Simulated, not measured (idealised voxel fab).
Process module, titled voxel fin reveal
The width of the displayed cross-section, cut, is 210 nm; its cells are square, with a size of 5 nm.
Cross-section = grid of square cells, listed top down in bands; band = one or more rows.
Band: top height; bottom height; in nm. Then, left to right: material with width in nm, for each material. "everywhere": a single material spanning edge to edge. "air": empty space.
Convention: height 0 is the level below which the wafer, as received, is all one material. The lowest band does not terminate at the bottom but continues downward, represented as "from 0 down".
Width "30 to 40": first value at the band's top row of cells, second value at its bottom row, equal change from row to row.
The designation "remained unchanged", where it is given for a processing step, indicates that no cell of the cross-section was altered in the course of that step.
Empty spaces counting at least 8 cells and having no open way to the top are listed in "Sealed void listing". The notation width x height at distance is used for each, the distance being from the left edge and all three values in nm.
Step line, after settings: the simulator's comment on this step.
"overlay nm" on a masked step: distance the mask lay right of its planned place, negative for left.

## These are the steps we planned for the process
1) RECEIVE (material Si)
2) CONFORMAL_DEP (material SiN; thk nm 5)
3) PATTERN (tone cover; mask id FINS; material resist; width nm 15; pitch nm 45; thk nm 15; overlay nm 0)
4) DIRECTIONAL_ETCH (etch materials SiN; depth nm 5)
5) DIRECTIONAL_ETCH (etch materials Si; depth nm 35)
6) STRIP (etch materials resist)
7) FILL_DEP (material SiO2; thk nm 15)
8) CMP (height nm 5)
9) SELECTIVE_ETCH (etch materials SiO2; depth nm 30)
10) STRIP (etch materials SiN)
11) CONFORMAL_DEP (material HfO2; thk nm 5)
The plan shows the thk nm of step 2 as the first wafer had it; this setting differs between the wafers, which start out alike.

## First wafer of several, as received: cross-section after step 1
* from 0 down  Si everywhere
* Sealed void listing: none

## Table: wafers, a row each; end-of-module cell change per material since receipt, gain (+), loss (-); then closed voids
thk nm 5; +72 HfO2; -231 Si; +66 SiO2; Sealed void listing: none
thk nm 10; +42 HfO2; Sealed void listing: none
thk nm 15; +42 HfO2; Sealed void listing: none
thk nm 20; +42 HfO2; Sealed void listing: none
